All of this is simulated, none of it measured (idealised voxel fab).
Documented hereafter: the process module known as voxel wiring stack.
Cross-section cut spans 195 nm and uses square cells 5 nm in size.
A cross-section is a grid of square cells, given in bands from the top down. A band is one or more rows of cells. For a band, the entry starts with two heights in nm, that of the top and then that of the bottom, and carries on with the band's materials in order from left to right, each alongside its width in nm; the word "full width" beside a single material means it fills the band edge to edge, and "air" means empty space. Beneath 0, the wafer as received is one material, and that level is where height counting begins. The lowest band goes on downward without a bottom; it is written like "from 0 down". Read "30 to 40" as a graded width: first number on top, second number at the bottom, same change between each pair of neighbouring rows. Step note "no change occurred" = no cross-section cell changed. In "Voids, sealed" the enclosed voids are listed, meaning empty spaces of 8 cells or larger without any opening to the top. The form is width x height at distance, distance from the left edge, units nm. Whatever follows a step's settings on its line is a remark the simulator itself makes about that step. Among the settings permitted on a step's line is "overlay nm"; applied to a step with a mask, it specifies the extent to which the mask lay to the right of its planned position, whereas a negative figure signifies a position to the left.
# Listed below are the process steps as planned
- 1: RECEIVE, material Si
- 2: CONFORMAL_DEP, material SiO2, thk nm 10
- 3: CONFORMAL_DEP, material SiN, thk nm 5
- 4: DIRECTIONAL_DEP, material SiO2, thk nm 15
- 5: DIRECTIONAL_DEP, material aC, thk nm 15
- 6: PATTERN, tone open, mask id METAL_1, material resist, width nm 25, pitch nm 40, thk nm 35, overlay nm 0
- 7: DIRECTIONAL_ETCH, etch materials aC, depth nm 15
- 8: STRIP, etch materials resist
- 9: DIRECTIONAL_ETCH, etch materials SiO2, depth nm 15
- 10: DIRECTIONAL_ETCH, etch materials SiN, depth nm 5
- 11: STRIP, etch materials aC
- 12: CONFORMAL_DEP, material TiN, thk nm 5
- 13: FILL_DEP, material W, thk nm 10
- 14: CMP, height nm 30
- 15: EPI, material Ru, thk nm 5
- 16: FILL_DEP, material SiCN, thk nm 5
- 17: DIRECTIONAL_DEP, material lowk, thk nm 15
- 18: DIRECTIONAL_DEP, material aC, thk nm 10
- 19: PATTERN, tone open, mask id PLUG_1, material resist, width nm 15, pitch nm 40, thk nm 30, overlay nm 0
- 20: DIRECTIONAL_ETCH, etch materials aC, depth nm 10
- 21: STRIP, etch materials resist
- 22: DIRECTIONAL_ETCH, etch materials lowk, depth nm 15
- 23: DIRECTIONAL_ETCH, etch materials SiCN, depth nm 5
- 24: STRIP, etch materials aC
- 25: CONFORMAL_DEP, material TiN, thk nm 5
- 26: FILL_DEP, material W, thk nm 10
- 27: CMP, height nm 55
- 28: CONFORMAL_DEP, material SiN, thk nm 5
- 29: DIRECTIONAL_DEP, material SiO2, thk nm 20
- 30: MASKED_ETCH, tone open, mask id METAL_2, width nm 25, pitch nm 40, etch materials SiO2, depth nm 20, overlay nm 0
- 31: MASKED_ETCH, tone open, mask id METAL_2, width nm 25, pitch nm 40, etch materials SiN, depth nm 5, overlay nm 0
- 32: CONFORMAL_DEP, material TiN, thk nm 5
- 33: FILL_DEP, material Cu, thk nm 5
- 34: CMP, height nm 80
- 35: CONFORMAL_DEP, material SiCN, thk nm 5
- 36: DIRECTIONAL_DEP, material SiO2, thk nm 20
- 37: DIRECTIONAL_DEP, material aC, thk nm 15
- 38: PATTERN, tone open, mask id PLUG_2, material resist, width nm 15, pitch nm 40, thk nm 30, overlay nm 0
- 39: DIRECTIONAL_ETCH, etch materials aC, depth nm 15
- 40: STRIP, etch materials resist
- 41: DIRECTIONAL_ETCH, etch materials SiO2, depth nm 20
- 42: DIRECTIONAL_ETCH, etch materials SiCN, depth nm 5
- 43: STRIP, etch materials aC
- 44: CONFORMAL_DEP, material TiN, thk nm 5
- 45: FILL_DEP, material W, thk nm 10
- 46: CMP, height nm 105
- 47: DIRECTIONAL_DEP, material TiN, thk nm 5
- 48: DIRECTIONAL_DEP, material W, thk nm 25
- 49: PATTERN, tone cover, mask id METAL_3, material resist, width nm 25, pitch nm 40, thk nm 20, overlay nm 0
- 50: DIRECTIONAL_ETCH, etch materials W, depth nm 25
- 51: DIRECTIONAL_ETCH, etch materials TiN, depth nm 5
- 52: STRIP, etch materials resist
- 53: FILL_DEP, material lowk, thk nm 5
- 54: CMP, height nm 135
- 55: CONFORMAL_DEP, material SiN, thk nm 5
# The first of a set of two wafers, run to plan
# The cross-section here shows the wafer as received, i.e. in its state after step 1
> from 0 down: Si full width
> Voids, sealed: none
# Cross-section through the wafer, step 2 finished
> from 10 to 0: SiO2 full width
> Under 0: no change, same as before.
# Cross-section through the wafer, step 3 finished
> from 15 to 10: SiN full width
> Under 10: no change, same as before.
# Cross-section through the wafer, step 4 finished
> from 30 to 15: SiO2 full width
> Under 15: no change, same as before.
# Cross-section through the wafer, step 5 finished
> from 45 to 30: aC full width
> Under 30: no change, same as before.
# Cross-section through the wafer, step 6 finished
> from 80 to 45: resist (45)  air (25)  resist (15)  air (25)  resist (15)  air (25)  resist (45)
> Under 45: no change, same as before.
# Cross-section through the wafer, step 7 finished
> from 65 to 45: resist (45)  air (25)  resist (15)  air (25)  resist (15)  air (25)  resist (45)
> from 45 to 30: aC (45)  air (25)  aC (15)  air (25)  aC (15)  air (25)  aC (45)
> Under 30: no change, same as before.
# Cross-section through the wafer, step 8 finished
> from 45 to 30: aC (45)  air (25)  aC (15)  air (25)  aC (15)  air (25)  aC (45)
> Under 30: no change, same as before.
# Cross-section through the wafer, step 9 finished
> from 45 to 30: aC (45)  air (25)  aC (15)  air (25)  aC (15)  air (25)  aC (45)
> from 30 to 15: SiO2 (45)  air (25)  SiO2 (15)  air (25)  SiO2 (15)  air (25)  SiO2 (45)
> Under 15: no change, same as before.
# Cross-section through the wafer, step 10 finished
> from 45 to 30: aC (45)  air (25)  aC (15)  air (25)  aC (15)  air (25)  aC (45)
> from 30 to 15: SiO2 (45)  air (25)  SiO2 (15)  air (25)  SiO2 (15)  air (25)  SiO2 (45)
> from 15 to 10: SiN (45)  air (25)  SiN (15)  air (25)  SiN (15)  air (25)  SiN (45)
> Under 10: no change, same as before.
# Cross-section through the wafer, step 11 finished
> from 30 to 15: SiO2 (45)  air (25)  SiO2 (15)  air (25)  SiO2 (15)  air (25)  SiO2 (45)
> Under 15: no change, same as before.
# Cross-section through the wafer, step 12 finished
> from 35 to 30: TiN (50)  air (15)  TiN (25)  air (15)  TiN (25)  air (15)  TiN (50)
> from 30 to 15: SiO2 (45)  TiN (5)  air (15)  TiN (5)  SiO2 (15)  TiN (5)  air (15)  TiN (5)  SiO2 (15)  TiN (5)  air (15)  TiN (5)  SiO2 (45)
> from 15 to 10: SiN (45)  TiN (25)  SiN (15)  TiN (25)  SiN (15)  TiN (25)  SiN (45)
> Under 10: no change, same as before.
# Cross-section through the wafer, step 13 finished
> from 45 to 35: W full width
> from 35 to 30: TiN (50)  W (15)  TiN (25)  W (15)  TiN (25)  W (15)  TiN (50)
> from 30 to 15: SiO2 (45)  TiN (5)  W (15)  TiN (5)  SiO2 (15)  TiN (5)  W (15)  TiN (5)  SiO2 (15)  TiN (5)  W (15)  TiN (5)  SiO2 (45)
> Under 15: no change, same as before.
# Cross-section through the wafer, step 14 finished
> from 30 to 15: SiO2 (45)  TiN (5)  W (15)  TiN (5)  SiO2 (15)  TiN (5)  W (15)  TiN (5)  SiO2 (15)  TiN (5)  W (15)  TiN (5)  SiO2 (45)
> Under 15: no change, same as before.
# Cross-section through the wafer, step 15 finished
> from 35 to 30: air (40)  Ru (35)  air (5)  Ru (35)  air (5)  Ru (35)  air (40)
> Under 30: no change, same as before.
# Cross-section through the wafer, step 16 finished
> from 40 to 35: SiCN full width
> from 35 to 30: SiCN (40)  Ru (35)  SiCN (5)  Ru (35)  SiCN (5)  Ru (35)  SiCN (40)
> Under 30: no change, same as before.
# Cross-section through the wafer, step 17 finished
> from 55 to 40: lowk full width
> Under 40: no change, same as before.
# Cross-section through the wafer, step 18 finished
> from 65 to 55: aC full width
> Under 55: no change, same as before.
# Cross-section through the wafer, step 19 finished
> from 95 to 65: resist (45)  air (15)  resist (25)  air (15)  resist (25)  air (15)  resist (55)
> Under 65: no change, same as before.
# Cross-section through the wafer, step 20 finished
> from 85 to 65: resist (45)  air (15)  resist (25)  air (15)  resist (25)  air (15)  resist (55)
> from 65 to 55: aC (45)  air (15)  aC (25)  air (15)  aC (25)  air (15)  aC (55)
> Under 55: no change, same as before.
# Cross-section through the wafer, step 21 finished
> from 65 to 55: aC (45)  air (15)  aC (25)  air (15)  aC (25)  air (15)  aC (55)
> Under 55: no change, same as before.
# Cross-section through the wafer, step 22 finished
> from 65 to 55: aC (45)  air (15)  aC (25)  air (15)  aC (25)  air (15)  aC (55)
> from 55 to 40: lowk (45)  air (15)  lowk (25)  air (15)  lowk (25)  air (15)  lowk (55)
> Under 40: no change, same as before.
# Cross-section through the wafer, step 23 finished
> from 65 to 55: aC (45)  air (15)  aC (25)  air (15)  aC (25)  air (15)  aC (55)
> from 55 to 40: lowk (45)  air (15)  lowk (25)  air (15)  lowk (25)  air (15)  lowk (55)
> from 40 to 35: SiCN (45)  air (15)  SiCN (25)  air (15)  SiCN (25)  air (15)  SiCN (55)
> Under 35: no change, same as before.
# Cross-section through the wafer, step 24 finished
> from 55 to 40: lowk (45)  air (15)  lowk (25)  air (15)  lowk (25)  air (15)  lowk (55)
> Under 40: no change, same as before.
# Cross-section through the wafer, step 25 finished
> from 60 to 55: TiN (50)  air (5)  TiN (35)  air (5)  TiN (35)  air (5)  TiN (60)
> from 55 to 40: lowk (45)  TiN (5)  air (5)  TiN (5)  lowk (25)  TiN (5)  air (5)  TiN (5)  lowk (25)  TiN (5)  air (5)  TiN (5)  lowk (55)
> from 40 to 35: SiCN (45)  TiN (15)  SiCN (25)  TiN (15)  SiCN (25)  TiN (15)  SiCN (55)
> Under 35: no change, same as before.
# Cross-section through the wafer, step 26 finished
> from 70 to 60: W full width
> from 60 to 55: TiN (50)  W (5)  TiN (35)  W (5)  TiN (35)  W (5)  TiN (60)
> from 55 to 40: lowk (45)  TiN (5)  W (5)  TiN (5)  lowk (25)  TiN (5)  W (5)  TiN (5)  lowk (25)  TiN (5)  W (5)  TiN (5)  lowk (55)
> Under 40: no change, same as before.
# Cross-section through the wafer, step 27 finished
> from 55 to 40: lowk (45)  TiN (5)  W (5)  TiN (5)  lowk (25)  TiN (5)  W (5)  TiN (5)  lowk (25)  TiN (5)  W (5)  TiN (5)  lowk (55)
> Under 40: no change, same as before.
# Cross-section through the wafer, step 28 finished
> from 60 to 55: SiN full width
> Under 55: no change, same as before.
# Cross-section through the wafer, step 29 finished
> from 80 to 60: SiO2 full width
> Under 60: no change, same as before.
# Cross-section through the wafer, step 30 finished
> from 80 to 60: SiO2 (45)  air (25)  SiO2 (15)  air (25)  SiO2 (15)  air (25)  SiO2 (45)
> Under 60: no change, same as before.
# Cross-section through the wafer, step 31 finished
> from 80 to 60: SiO2 (45)  air (25)  SiO2 (15)  air (25)  SiO2 (15)  air (25)  SiO2 (45)
> from 60 to 55: SiN (45)  air (25)  SiN (15)  air (25)  SiN (15)  air (25)  SiN (45)
> Under 55: no change, same as before.
# Cross-section through the wafer, step 32 finished
> from 85 to 80: TiN (50)  air (15)  TiN (25)  air (15)  TiN (25)  air (15)  TiN (50)
> from 80 to 60: SiO2 (45)  TiN (5)  air (15)  TiN (5)  SiO2 (15)  TiN (5)  air (15)  TiN (5)  SiO2 (15)  TiN (5)  air (15)  TiN (5)  SiO2 (45)
> from 60 to 55: SiN (45)  TiN (25)  SiN (15)  TiN (25)  SiN (15)  TiN (25)  SiN (45)
> Under 55: no change, same as before.
# Cross-section through the wafer, step 33 finished
> from 90 to 85: Cu full width
> from 85 to 80: TiN (50)  Cu (15)  TiN (25)  Cu (15)  TiN (25)  Cu (15)  TiN (50)
> from 80 to 60: SiO2 (45)  TiN (5)  Cu (15)  TiN (5)  SiO2 (15)  TiN (5)  Cu (15)  TiN (5)  SiO2 (15)  TiN (5)  Cu (15)  TiN (5)  SiO2 (45)
> Under 60: no change, same as before.
# Cross-section through the wafer, step 34 finished
> from 80 to 60: SiO2 (45)  TiN (5)  Cu (15)  TiN (5)  SiO2 (15)  TiN (5)  Cu (15)  TiN (5)  SiO2 (15)  TiN (5)  Cu (15)  TiN (5)  SiO2 (45)
> Under 60: no change, same as before.
# Cross-section through the wafer, step 35 finished
> from 85 to 80: SiCN full width
> Under 80: no change, same as before.
# Cross-section through the wafer, step 36 finished
> from 105 to 85: SiO2 full width
> Under 85: no change, same as before.
# Cross-section through the wafer, step 37 finished
> from 120 to 105: aC full width
> Under 105: no change, same as before.
# Cross-section through the wafer, step 38 finished
> from 150 to 120: resist (45)  air (15)  resist (25)  air (15)  resist (25)  air (15)  resist (55)
> Under 120: no change, same as before.
# Cross-section through the wafer, step 39 finished
> from 135 to 120: resist (45)  air (15)  resist (25)  air (15)  resist (25)  air (15)  resist (55)
> from 120 to 105: aC (45)  air (15)  aC (25)  air (15)  aC (25)  air (15)  aC (55)
> Under 105: no change, same as before.
# Cross-section through the wafer, step 40 finished
> from 120 to 105: aC (45)  air (15)  aC (25)  air (15)  aC (25)  air (15)  aC (55)
> Under 105: no change, same as before.
# Cross-section through the wafer, step 41 finished
> from 120 to 105: aC (45)  air (15)  aC (25)  air (15)  aC (25)  air (15)  aC (55)
> from 105 to 85: SiO2 (45)  air (15)  SiO2 (25)  air (15)  SiO2 (25)  air (15)  SiO2 (55)
> Under 85: no change, same as before.
# Cross-section through the wafer, step 42 finished
> from 120 to 105: aC (45)  air (15)  aC (25)  air (15)  aC (25)  air (15)  aC (55)
> from 105 to 85: SiO2 (45)  air (15)  SiO2 (25)  air (15)  SiO2 (25)  air (15)  SiO2 (55)
> from 85 to 80: SiCN (45)  air (15)  SiCN (25)  air (15)  SiCN (25)  air (15)  SiCN (55)
> Under 80: no change, same as before.
# Cross-section through the wafer, step 43 finished
> from 105 to 85: SiO2 (45)  air (15)  SiO2 (25)  air (15)  SiO2 (25)  air (15)  SiO2 (55)
> Under 85: no change, same as before.
# Cross-section through the wafer, step 44 finished
> from 110 to 105: TiN (50)  air (5)  TiN (35)  air (5)  TiN (35)  air (5)  TiN (60)
> from 105 to 85: SiO2 (45)  TiN (5)  air (5)  TiN (5)  SiO2 (25)  TiN (5)  air (5)  TiN (5)  SiO2 (25)  TiN (5)  air (5)  TiN (5)  SiO2 (55)
> from 85 to 80: SiCN (45)  TiN (15)  SiCN (25)  TiN (15)  SiCN (25)  TiN (15)  SiCN (55)
> Under 80: no change, same as before.
# Cross-section through the wafer, step 45 finished
> from 120 to 110: W full width
> from 110 to 105: TiN (50)  W (5)  TiN (35)  W (5)  TiN (35)  W (5)  TiN (60)
> from 105 to 85: SiO2 (45)  TiN (5)  W (5)  TiN (5)  SiO2 (25)  TiN (5)  W (5)  TiN (5)  SiO2 (25)  TiN (5)  W (5)  TiN (5)  SiO2 (55)
> Under 85: no change, same as before.
# Cross-section through the wafer, step 46 finished
> from 105 to 85: SiO2 (45)  TiN (5)  W (5)  TiN (5)  SiO2 (25)  TiN (5)  W (5)  TiN (5)  SiO2 (25)  TiN (5)  W (5)  TiN (5)  SiO2 (55)
> Under 85: no change, same as before.
# Cross-section through the wafer, step 47 finished
> from 110 to 105: TiN full width
> Under 105: no change, same as before.
# Cross-section through the wafer, step 48 finished
> from 135 to 110: W full width
> Under 110: no change, same as before.
# Cross-section through the wafer, step 49 finished
> from 155 to 135: air (45)  resist (25)  air (15)  resist (25)  air (15)  resist (25)  air (45)
> Under 135: no change, same as before.
# Cross-section through the wafer, step 50 finished
> from 155 to 135: air (45)  resist (25)  air (15)  resist (25)  air (15)  resist (25)  air (45)
> from 135 to 110: air (45)  W (25)  air (15)  W (25)  air (15)  W (25)  air (45)
> Under 110: no change, same as before.
# Cross-section through the wafer, step 51 finished
> from 155 to 135: air (45)  resist (25)  air (15)  resist (25)  air (15)  resist (25)  air (45)
> from 135 to 110: air (45)  W (25)  air (15)  W (25)  air (15)  W (25)  air (45)
> from 110 to 105: air (45)  TiN (25)  air (15)  TiN (25)  air (15)  TiN (25)  air (45)
> Under 105: no change, same as before.
# Cross-section through the wafer, step 52 finished
> from 135 to 110: air (45)  W (25)  air (15)  W (25)  air (15)  W (25)  air (45)
> Under 110: no change, same as before.
# Cross-section through the wafer, step 53 finished
> from 140 to 135: lowk full width
> from 135 to 110: lowk (45)  W (25)  lowk (15)  W (25)  lowk (15)  W (25)  lowk (45)
> from 110 to 105: lowk (45)  TiN (25)  lowk (15)  TiN (25)  lowk (15)  TiN (25)  lowk (45)
> Under 105: no change, same as before.
# Cross-section through the wafer, step 54 finished
> from 135 to 110: lowk (45)  W (25)  lowk (15)  W (25)  lowk (15)  W (25)  lowk (45)
> Under 110: no change, same as before.
# Cross-section through the wafer, step 55 finished
> from 140 to 135: SiN full width
> Under 135: no change, same as before.
# What follows concerns the second wafer, which started out like the first and was meant to follow the very same plan; one mistake crept in when it was run, but everything up to and including step 37 is the same as for the first wafer
# The second wafer cut through, at the time step 38 was supposed to be finished
> from 150 to 120: resist (40)  air (15)  resist (25)  air (15)  resist (25)  air (15)  resist (60)
> Under 120: no change, same as before.
# The second wafer cut through, at the time step 39 was supposed to be finished
> from 135 to 120: resist (40)  air (15)  resist (25)  air (15)  resist (25)  air (15)  resist (60)
> from 120 to 105: aC (40)  air (15)  aC (25)  air (15)  aC (25)  air (15)  aC (60)
> Under 105: no change, same as before.
# The second wafer cut through, at the time step 40 was supposed to be finished
> from 120 to 105: aC (40)  air (15)  aC (25)  air (15)  aC (25)  air (15)  aC (60)
> Under 105: no change, same as before.
# The second wafer cut through, at the time step 41 was supposed to be finished
> from 120 to 105: aC (40)  air (15)  aC (25)  air (15)  aC (25)  air (15)  aC (60)
> from 105 to 85: SiO2 (40)  air (15)  SiO2 (25)  air (15)  SiO2 (25)  air (15)  SiO2 (60)
> Under 85: no change, same as before.
# The second wafer cut through, at the time step 42 was supposed to be finished
> from 120 to 105: aC (40)  air (15)  aC (25)  air (15)  aC (25)  air (15)  aC (60)
> from 105 to 85: SiO2 (40)  air (15)  SiO2 (25)  air (15)  SiO2 (25)  air (15)  SiO2 (60)
> from 85 to 80: SiCN (40)  air (15)  SiCN (25)  air (15)  SiCN (25)  air (15)  SiCN (60)
> Under 80: no change, same as before.
# The second wafer cut through, at the time step 43 was supposed to be finished
> from 105 to 85: SiO2 (40)  air (15)  SiO2 (25)  air (15)  SiO2 (25)  air (15)  SiO2 (60)
> Under 85: no change, same as before.
# The second wafer cut through, at the time step 44 was supposed to be finished
> from 110 to 105: TiN (45)  air (5)  TiN (35)  air (5)  TiN (35)  air (5)  TiN (65)
> from 105 to 85: SiO2 (40)  TiN (5)  air (5)  TiN (5)  SiO2 (25)  TiN (5)  air (5)  TiN (5)  SiO2 (25)  TiN (5)  air (5)  TiN (5)  SiO2 (60)
> from 85 to 80: SiCN (40)  TiN (15)  SiCN (25)  TiN (15)  SiCN (25)  TiN (15)  SiCN (60)
> Under 80: no change, same as before.
# The second wafer cut through, at the time step 45 was supposed to be finished
> from 120 to 110: W full width
> from 110 to 105: TiN (45)  W (5)  TiN (35)  W (5)  TiN (35)  W (5)  TiN (65)
> from 105 to 85: SiO2 (40)  TiN (5)  W (5)  TiN (5)  SiO2 (25)  TiN (5)  W (5)  TiN (5)  SiO2 (25)  TiN (5)  W (5)  TiN (5)  SiO2 (60)
> Under 85: no change, same as before.
# The second wafer cut through, at the time step 46 was supposed to be finished
> from 105 to 85: SiO2 (40)  TiN (5)  W (5)  TiN (5)  SiO2 (25)  TiN (5)  W (5)  TiN (5)  SiO2 (25)  TiN (5)  W (5)  TiN (5)  SiO2 (60)
> Under 85: no change, same as before.
# The second wafer cut through, at the time step 47 was supposed to be finished
> from 110 to 105: TiN full width
> Under 105: no change, same as before.
# The second wafer cut through, at the time step 48 was supposed to be finished
> from 135 to 110: W full width
> Under 110: no change, same as before.
# The second wafer cut through, at the time step 49 was supposed to be finished
> from 155 to 135: air (45)  resist (25)  air (15)  resist (25)  air (15)  resist (25)  air (45)
> Under 135: no change, same as before.
# The second wafer cut through, at the time step 50 was supposed to be finished
> from 155 to 135: air (45)  resist (25)  air (15)  resist (25)  air (15)  resist (25)  air (45)
> from 135 to 110: air (45)  W (25)  air (15)  W (25)  air (15)  W (25)  air (45)
> Under 110: no change, same as before.
# The second wafer cut through, at the time step 51 was supposed to be finished
> from 155 to 135: air (45)  resist (25)  air (15)  resist (25)  air (15)  resist (25)  air (45)
> from 135 to 110: air (45)  W (25)  air (15)  W (25)  air (15)  W (25)  air (45)
> from 110 to 105: air (45)  TiN (25)  air (15)  TiN (25)  air (15)  TiN (25)  air (45)
> Under 105: no change, same as before.
# The second wafer cut through, at the time step 52 was supposed to be finished
> from 135 to 110: air (45)  W (25)  air (15)  W (25)  air (15)  W (25)  air (45)
> Under 110: no change, same as before.
# The second wafer cut through, at the time step 53 was supposed to be finished
> from 140 to 135: lowk full width
> from 135 to 110: lowk (45)  W (25)  lowk (15)  W (25)  lowk (15)  W (25)  lowk (45)
> from 110 to 105: lowk (45)  TiN (25)  lowk (15)  TiN (25)  lowk (15)  TiN (25)  lowk (45)
> Under 105: no change, same as before.
# The second wafer cut through, at the time step 54 was supposed to be finished
> from 135 to 110: lowk (45)  W (25)  lowk (15)  W (25)  lowk (15)  W (25)  lowk (45)
> Under 110: no change, same as before.
# The second wafer cut through, at the time step 55 was supposed to be finished
> from 140 to 135: SiN full width
> Under 135: no change, same as before.
What was done differently from what was planned? note that step 38 departed from the planned setting and was carried out as PATTERN, tone open, mask id PLUG_2, material resist, width nm 15, pitch nm 40, thk nm 30, overlay nm -5
Matching per-material cell counts, mismatched positions: that is how the second wafer compares with the first at the end.
